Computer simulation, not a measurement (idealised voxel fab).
This section sets out a process module, namely voxel fin reveal.
The figure presents cross-section cut, which has a width of 295 nm and is divided into square cells with an edge length of 5 nm.
For the purposes of this document, a cross-section shall be understood as a grid of square cells, specified as bands listed in top-to-bottom order, each band consisting of one or more rows of cells. Quick guide to a band line: top height, bottom height (nm) up front; then every material left to right with its width in nm. Only one material and it's marked "full width"? Then it fills the band edge to edge. And "air" just means empty space. The reference from which all heights are counted is 0, the level beneath which the as-received wafer is entirely one material; the lowest band, having no lower bound, proceeds downward and is written after the example "z 0 and below". The notation "30 to 40" denotes a width that varies across the rows of cells in the band, beginning at the first number in the top row, finishing at the second number in the bottom row, and changing by an identical amount from each row to the next. Step marked "all unchanged"? Then no cell in the cross-section changed in it. "Tabulated closed voids" lists enclosed empty spaces (at least 8 cells, no open path upward to the top), each as width x height at distance from the left edge, in nm. Anything after a step's settings on that line? It's the simulator's own note about the step. What "overlay nm" on a step's line means: if the step has a mask, that mask lay this far to the right of its planned place, or, when the value is negative, to the left.

# The planned process steps are enumerated hereunder
1: RECEIVE, material Si
2: CONFORMAL_DEP, material SiN, thk nm 10
3: MASKED_ETCH, tone cover, mask id FINS, width nm 15, pitch nm 40, etch materials SiN, depth nm 10, overlay nm 0
4: MASKED_ETCH, tone cover, mask id FINS, width nm 15, pitch nm 40, etch materials Si, depth nm 30, overlay nm 0
5: FILL_DEP, material SiO2, thk nm 5
6: CMP, height nm 0
7: SELECTIVE_ETCH, etch materials SiO2, depth nm 30
8: STRIP, etch materials SiN
9: CONFORMAL_DEP, material HfO2, thk nm 5
Among the wafers covered here, the point of difference is the height nm at step 6; their starting state is shared, and the plan presents the value of the first wafer.

# Sectional view: first of several wafers, as received, after step 1
> z 0 and below: Si full width
> Tabulated closed voids: none

# Here is the cross-section of the first of several wafers at the end of the module, after its last step, step 9
> z 5 to 0: 95 of air  25 of HfO2  15 of air  25 of HfO2  15 of air  25 of HfO2  95 of air
> z 0 to -25: 95 of air  5 of HfO2  15 of Si  5 of HfO2  15 of air  5 of HfO2  15 of Si  5 of HfO2  15 of air  5 of HfO2  15 of Si  5 of HfO2  95 of air
> z -25 to -30: 100 of HfO2  15 of Si  25 of HfO2  15 of Si  25 of HfO2  15 of Si  100 of HfO2
> z -30 and below: Si full width
> Tabulated closed voids: none

# Wafer cross-section (last wafer, module end)
> z 5 to 0: 95 of air  25 of HfO2  15 of air  25 of HfO2  15 of air  25 of HfO2  95 of air
> z 0 to -10: 95 of air  5 of HfO2  15 of Si  5 of HfO2  15 of air  5 of HfO2  15 of Si  5 of HfO2  15 of air  5 of HfO2  15 of Si  5 of HfO2  95 of air
> z -10 to -15: 100 of HfO2  15 of Si  25 of HfO2  15 of Si  25 of HfO2  15 of Si  100 of HfO2
> z -15 to -30: 100 of SiO2  15 of Si  25 of SiO2  15 of Si  25 of SiO2  15 of Si  100 of SiO2
> z -30 and below: Si full width
> Tabulated closed voids: none

# each wafer at the end: cells of each material gained (+) or lost (-) since it was received, then its closed voids
height nm 0; +95 HfO2; -300 Si; Tabulated closed voids: none
height nm 5; +89 HfO2; -300 Si; +50 SiO2; Tabulated closed voids: none
height nm 10; +83 HfO2; -300 Si; +100 SiO2; Tabulated closed voids: none
height nm 15; +77 HfO2; -300 Si; +150 SiO2; Tabulated closed voids: none
